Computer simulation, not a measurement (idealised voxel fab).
The name of this process module is voxel fin reveal.
Section shown: cut. Width: 160 nm. Cell size: 5 nm, square.
Think of the cross-section as a grid of square cells. We describe it in bands, top to bottom, and each band covers one or more rows of those cells.
Band: top and bottom heights (nm) first, top before bottom; then materials from left to right, widths in nm. "all across" marks a sole material filling the band edge to edge. "blank" denotes empty space.
Heights from 0 (as-received wafer is one material below). Bottom band endless downward, as "from 0 down".
Width "30..40": first value at the band's top row of cells, second value at its bottom row, equal change from row to row.
The cross-section has no changed cell in any step marked "same as before".
Closed void inventory: empty space of 8 cells or more with no open way to the top, each as width x height at its distance from the left edge, in nm
Step line, after settings: the simulator's comment on this step.
overlay nm: right-of-plan distance of the mask on a masked step; negative values mean left-of-plan.
# The planned process steps are enumerated hereunder
1,RECEIVE, material Si
2,CONFORMAL_DEP, material SiN, thk nm 10
3,DIRECTIONAL_DEP, material aC, thk nm 5
4,PATTERN, tone cover, mask id FINS, material resist, width nm 15, pitch nm 35, thk nm 30, overlay nm 0
5,DIRECTIONAL_ETCH, etch materials aC, depth nm 10
6,STRIP, etch materials resist
7,DIRECTIONAL_ETCH, etch materials SiN, depth nm 10
8,DIRECTIONAL_ETCH, etch materials Si, depth nm 40
9,STRIP, etch materials aC
10,FILL_DEP, material SiO2, thk nm 15
11,CMP, height nm 10
12,SELECTIVE_ETCH, etch materials SiO2, depth nm 25
13,STRIP, etch materials SiN
14,CONFORMAL_DEP, material SiO2, thk nm 5
The plan's step 3 thk nm is the first wafer's value; the wafers differ in this setting and start identical.
# Cross-section of the first of several received wafers, showing its state after step 1
from 0 down = Si all across
Closed void inventory: none
# Below is a per-wafer table. In it, each row describes the wafer at the end of the module by giving, for each material, the number of cells gained (+) or lost (-) since the wafer was received, and after that the closed voids of the wafer
thk nm 5; -184 Si; +165 SiO2; Closed void inventory: none
thk nm 10; -184 Si; +165 SiO2; Closed void inventory: none
thk nm 15; +32 SiO2; Closed void inventory: none
thk nm 20; +32 SiO2; Closed void inventory: none
thk nm 25; +32 SiO2; Closed void inventory: none
